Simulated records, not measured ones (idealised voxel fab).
Name of the process module below: voxel ribs on slabs
Shown is cross-section cut, with a width of 270 nm and square cells of size 5 nm.
Cross-sections here: square-cell grids, written as top-down lists of bands, a band being one or more rows of cells. The band entry comprises the height of the band's top followed by the height of its bottom, expressed in nm, and subsequently the band's materials from left to right, each stated together with its width in nm. Where a single material is marked with the word "full width", that material fills the band from edge to edge. The word "blank" represents empty space. Below 0: as-received wafer, all one material; heights counted from there. Lowest band: no bottom, goes on down, written "top 0, no bottom". With a width like "30 to 40", each row of cells in the band differs from the next by the same amount, the top row carrying the first number and the bottom row the second. Reading "remained the same" for a step: not a cell of the cross-section changed in it. Under "Sealed internal voids" you'll find the enclosed gaps, the ones with no way out to the top, that are 8 cells or bigger; each reads width x height at distance, with distance counted from the left edge, everything in nm. Read whatever lies past the settings on a step's line as the simulator's own remark about the step. For masked steps, "overlay nm" on the step line gives how far right of plan the mask actually lay; a minus sign means it lay to the left.

So here's the lineup of process steps we planned
| 1 | RECEIVE: material Si |
| 2 | DIRECTIONAL_DEP: material SiO2, thk nm 20 |
| 3 | DIRECTIONAL_DEP: material polySi, thk nm 15 |
| 4 | MASKED_ETCH: tone cover, mask id RIB, width nm 20, etch materials polySi, depth nm 5, overlay nm 0 |
| 5 | DIRECTIONAL_DEP: material aC, thk nm 10 |
| 6 | PATTERN: tone cover, mask id SLAB, material resist, width nm 50, thk nm 25, overlay nm 0 |
| 7 | DIRECTIONAL_ETCH: etch materials aC, depth nm 10 |
| 8 | STRIP: etch materials resist |
| 9 | DIRECTIONAL_ETCH: etch materials polySi, depth nm 10 |
| 10 | STRIP: etch materials aC |
| 11 | FILL_DEP: material SiO2, thk nm 25 |
| 12 | CMP: height nm 50 |
| 13 | DIRECTIONAL_DEP: material W, thk nm 5 |
| 14 | DIRECTIONAL_DEP: material aC, thk nm 10 |
| 15 | PATTERN: tone cover, mask id HEATER, material resist, width nm 30, thk nm 30, overlay nm 0 |
| 16 | DIRECTIONAL_ETCH: etch materials aC, depth nm 10 |
| 17 | STRIP: etch materials resist |
| 18 | DIRECTIONAL_ETCH: etch materials W, depth nm 5 |
| 19 | STRIP: etch materials aC |
| 20 | CONFORMAL_DEP: material SiN, thk nm 10 |

The following pertains to the first of two wafers, which was processed as planned

Delivered wafer in cross-section: state after step 1
- top 0, no bottom | Si full width
- Sealed internal voids: none

After step 2
- top 20, bottom 0 | SiO2 full width
- For the remainder of the cross-section, below 0, there is no change.

After step 3
- top 35, bottom 20 | polySi full width
- For the remainder of the cross-section, below 20, there is no change.

After step 4
- top 35, bottom 30 | 125 nm blank, 20 nm polySi, 125 nm blank
- For the remainder of the cross-section, below 30, there is no change.

After step 5
- top 45, bottom 40 | 125 nm blank, 20 nm aC, 125 nm blank
- top 40, bottom 35 | aC full width
- top 35, bottom 30 | 125 nm aC, 20 nm polySi, 125 nm aC
- For the remainder of the cross-section, below 30, there is no change.

After step 6
- top 70, bottom 45 | 110 nm blank, 50 nm resist, 110 nm blank
- top 45, bottom 40 | 110 nm blank, 15 nm resist, 20 nm aC, 15 nm resist, 110 nm blank
- For the remainder of the cross-section, below 40, there is no change.

After step 7
- top 60, bottom 45 | 110 nm blank, 50 nm resist, 110 nm blank
- top 45, bottom 40 | 110 nm blank, 15 nm resist, 20 nm aC, 15 nm resist, 110 nm blank
- top 40, bottom 35 | 110 nm blank, 50 nm aC, 110 nm blank
- top 35, bottom 30 | 110 nm blank, 15 nm aC, 20 nm polySi, 15 nm aC, 110 nm blank
- For the remainder of the cross-section, below 30, there is no change.

After step 8
- top 45, bottom 35 | 125 to 110 nm blank, 20 to 50 nm aC, 125 to 110 nm blank
- For the remainder of the cross-section, below 35, there is no change.

After step 9
- top 45, bottom 35 | 125 to 110 nm blank, 20 to 50 nm aC, 125 to 110 nm blank
- top 35, bottom 30 | 110 nm blank, 15 nm aC, 20 nm polySi, 15 nm aC, 110 nm blank
- top 30, bottom 20 | 110 nm blank, 50 nm polySi, 110 nm blank
- For the remainder of the cross-section, below 20, there is no change.

After step 10
- top 35, bottom 30 | 125 nm blank, 20 nm polySi, 125 nm blank
- For the remainder of the cross-section, below 30, there is no change.

After step 11
- top 60, bottom 35 | SiO2 full width
- top 35, bottom 30 | 125 nm SiO2, 20 nm polySi, 125 nm SiO2
- top 30, bottom 20 | 110 nm SiO2, 50 nm polySi, 110 nm SiO2
- For the remainder of the cross-section, below 20, there is no change.

After step 12
- top 50, bottom 35 | SiO2 full width
- For the remainder of the cross-section, below 35, there is no change.

After step 13
- top 55, bottom 50 | W full width
- For the remainder of the cross-section, below 50, there is no change.

After step 14
- top 65, bottom 55 | aC full width
- For the remainder of the cross-section, below 55, there is no change.

After step 15
- top 95, bottom 65 | 120 nm blank, 30 nm resist, 120 nm blank
- For the remainder of the cross-section, below 65, there is no change.

After step 16
- top 85, bottom 65 | 120 nm blank, 30 nm resist, 120 nm blank
- top 65, bottom 55 | 120 nm blank, 30 nm aC, 120 nm blank
- For the remainder of the cross-section, below 55, there is no change.

After step 17
- top 65, bottom 55 | 120 nm blank, 30 nm aC, 120 nm blank
- For the remainder of the cross-section, below 55, there is no change.

After step 18
- top 65, bottom 55 | 120 nm blank, 30 nm aC, 120 nm blank
- top 55, bottom 50 | 120 nm blank, 30 nm W, 120 nm blank
- For the remainder of the cross-section, below 50, there is no change.

After step 19
- top 55, bottom 50 | 120 nm blank, 30 nm W, 120 nm blank
- For the remainder of the cross-section, below 50, there is no change.

After step 20
- top 65, bottom 60 | 110 nm blank, 50 nm SiN, 110 nm blank
- top 60, bottom 55 | SiN full width
- top 55, bottom 50 | 120 nm SiN, 30 nm W, 120 nm SiN
- For the remainder of the cross-section, below 50, there is no change.

The second wafer began exactly as the first did and followed the same plan, but one mistake was made while running it; through step 14 inclusive, the two wafers are identical

Look at the second wafer in cross-section at the time step 15 ought to have finished
- top 95, bottom 65 | 125 nm blank, 20 nm resist, 125 nm blank
- For the remainder of the cross-section, below 65, there is no change.

Look at the second wafer in cross-section at the time step 16 ought to have finished
- top 85, bottom 65 | 125 nm blank, 20 nm resist, 125 nm blank
- top 65, bottom 55 | 125 nm blank, 20 nm aC, 125 nm blank
- For the remainder of the cross-section, below 55, there is no change.

Look at the second wafer in cross-section at the time step 17 ought to have finished
- top 65, bottom 55 | 125 nm blank, 20 nm aC, 125 nm blank
- For the remainder of the cross-section, below 55, there is no change.

Look at the second wafer in cross-section at the time step 18 ought to have finished
- top 65, bottom 55 | 125 nm blank, 20 nm aC, 125 nm blank
- top 55, bottom 50 | 125 nm blank, 20 nm W, 125 nm blank
- For the remainder of the cross-section, below 50, there is no change.

Look at the second wafer in cross-section at the time step 19 ought to have finished
- top 55, bottom 50 | 125 nm blank, 20 nm W, 125 nm blank
- For the remainder of the cross-section, below 50, there is no change.

Look at the second wafer in cross-section at the time step 20 ought to have finished
- top 65, bottom 60 | 115 nm blank, 40 nm SiN, 115 nm blank
- top 60, bottom 55 | SiN full width
- top 55, bottom 50 | 125 nm SiN, 20 nm W, 125 nm SiN
- For the remainder of the cross-section, below 50, there is no change.
Processing error: contrary to plan, step 15 was performed as PATTERN: tone cover, mask id HEATER, material resist, width nm 20, thk nm 30, overlay nm 0
Heads up, by the end the second wafer has more or fewer cells of some materials compared to the first: 2 fewer of W
